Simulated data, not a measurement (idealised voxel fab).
Process module heading - voxel released beams
This is section cut - it's 220 nm across, gridded in 5 nm square cells.
This document writes a cross-section as a grid whose cells are square, and gives it as bands, listed from the top down; one or more rows of cells form a band.
It is stipulated that each band's entry specify, in nanometres, the height of the top of the band and then that of its bottom, followed by the materials of the band in left-to-right sequence, each together with its width in nanometres. A single material marked by the word "full width" is understood to fill the band from edge to edge; the word "empty" is understood to denote empty space.
Basically, 0 is our baseline, since under it the wafer straight out of the box is all one material. The bottom band has no lower end and keeps on going down, so it looks like "from 0 down".
The two numbers in a width such as "30 to 40" mark its ends across the band: the first belongs to the top row of cells, the second to the bottom row, and from each row to the next the width moves by the same amount.
No cell of the cross-section changed in a step that is given as "remains unaltered".
Enclosed voids (no open way to top), threshold 8 cells or more, entry "Entrapped voids", notation width x height at distance, distance from left edge, nm.
Step line, after settings: the simulator's comment on this step.
overlay nm: step with mask; distance mask lay right of planned place; negative value = left of planned place.

Process steps (planned):
1) RECEIVE with material Si
2) CONFORMAL_DEP with material SiN, thk nm 10
3) DIRECTIONAL_DEP with material SiO2, thk nm 10
4) MASKED_ETCH with tone open, mask id ANCHOR, width nm 35, etch materials SiO2, depth nm 10, overlay nm 0
5) CONFORMAL_DEP with material W, thk nm 10
6) DIRECTIONAL_DEP with material aC, thk nm 15
7) PATTERN with tone cover, mask id BEAM, material resist, width nm 110, thk nm 30, overlay nm 0
8) DIRECTIONAL_ETCH with etch materials aC, depth nm 15
9) STRIP with etch materials resist
10) DIRECTIONAL_ETCH with etch materials W, depth nm 10
11) STRIP with etch materials aC
12) STRIP with etch materials SiO2

First of two wafers, processed according to plan:

Received-state cross-section, reflecting completion of step 1:
from 0 down  Si full width
Entrapped voids: none

Step 2 complete: cross-section through the wafer:
from 10 to 0  SiN full width
Below 0, the layers are the same as they were.

Step 3 complete: cross-section through the wafer:
from 20 to 10  SiO2 full width
Below 10, the layers are the same as they were.

Step 4 complete: cross-section through the wafer:
from 20 to 10  SiO2 (55) / empty (35) / SiO2 (130)
Below 10, the layers are the same as they were.

Step 5 complete: cross-section through the wafer:
from 30 to 20  W (65) / empty (15) / W (140)
from 20 to 10  SiO2 (55) / W (35) / SiO2 (130)
Below 10, the layers are the same as they were.

Step 6 complete: cross-section through the wafer:
from 45 to 35  aC (65) / empty (15) / aC (140)
from 35 to 30  aC full width
from 30 to 20  W (65) / aC (15) / W (140)
Below 20, the layers are the same as they were.

Step 7 complete: cross-section through the wafer:
from 75 to 45  empty (50) / resist (110) / empty (60)
from 45 to 35  aC (65) / resist (15) / aC (140)
Below 35, the layers are the same as they were.

Step 8 complete: cross-section through the wafer:
from 60 to 45  empty (50) / resist (110) / empty (60)
from 45 to 35  empty (50) / aC (15) / resist (15) / aC (80) / empty (60)
from 35 to 30  empty (50) / aC (110) / empty (60)
Below 30, the layers are the same as they were.

Step 9 complete: cross-section through the wafer:
from 45 to 35  empty (50) / aC (15) / empty (15) / aC (80) / empty (60)
Below 35, the layers are the same as they were.

Step 10 complete: cross-section through the wafer:
from 45 to 35  empty (50) / aC (15) / empty (15) / aC (80) / empty (60)
from 35 to 30  empty (50) / aC (110) / empty (60)
from 30 to 20  empty (50) / W (15) / aC (15) / W (80) / empty (60)
Below 20, the layers are the same as they were.

Step 11 complete: cross-section through the wafer:
from 30 to 20  empty (50) / W (15) / empty (15) / W (80) / empty (60)
Below 20, the layers are the same as they were.

Step 12 complete: cross-section through the wafer:
from 30 to 20  empty (50) / W (15) / empty (15) / W (80) / empty (60)
from 20 to 10  empty (55) / W (35) / empty (130)
Below 10, the layers are the same as they were.

For the second wafer, take the first wafer's start and plan, then add one mistake made in running it; everything through step 8, that step included, is shared with the first:

Cross-sectional representation of the second wafer at the time designated in the plan for the completion of step 9:
from 45 to 35  empty (50) / aC (15) / empty (15) / aC (80) / empty (60)
Below 35, the layers are the same as they were.

Cross-sectional representation of the second wafer at the time designated in the plan for the completion of step 10:
from 45 to 35  empty (50) / aC (15) / empty (15) / aC (80) / empty (60)
from 35 to 30  empty (50) / aC (110) / empty (60)
from 30 to 20  empty (50) / W (15) / aC (15) / W (80) / empty (60)
Below 20, the layers are the same as they were.

Cross-sectional representation of the second wafer at the time designated in the plan for the completion of step 11:
from 30 to 20  empty (50) / W (15) / empty (15) / W (80) / empty (60)
Below 20, the layers are the same as they were.

Cross-sectional representation of the second wafer at the time designated in the plan for the completion of step 12:
from 30 to 20  empty (50) / W (15) / empty (15) / W (80) / empty (60)
from 20 to 10  empty (55) / W (35) / empty (130)
Below 10, the layers are the same as they were.
So what did we get wrong on this run? twice over, step 9 of the plan was run
Outcome: the two wafer cross-sections end up identical, and the model's computation is unaffected by the mistake.
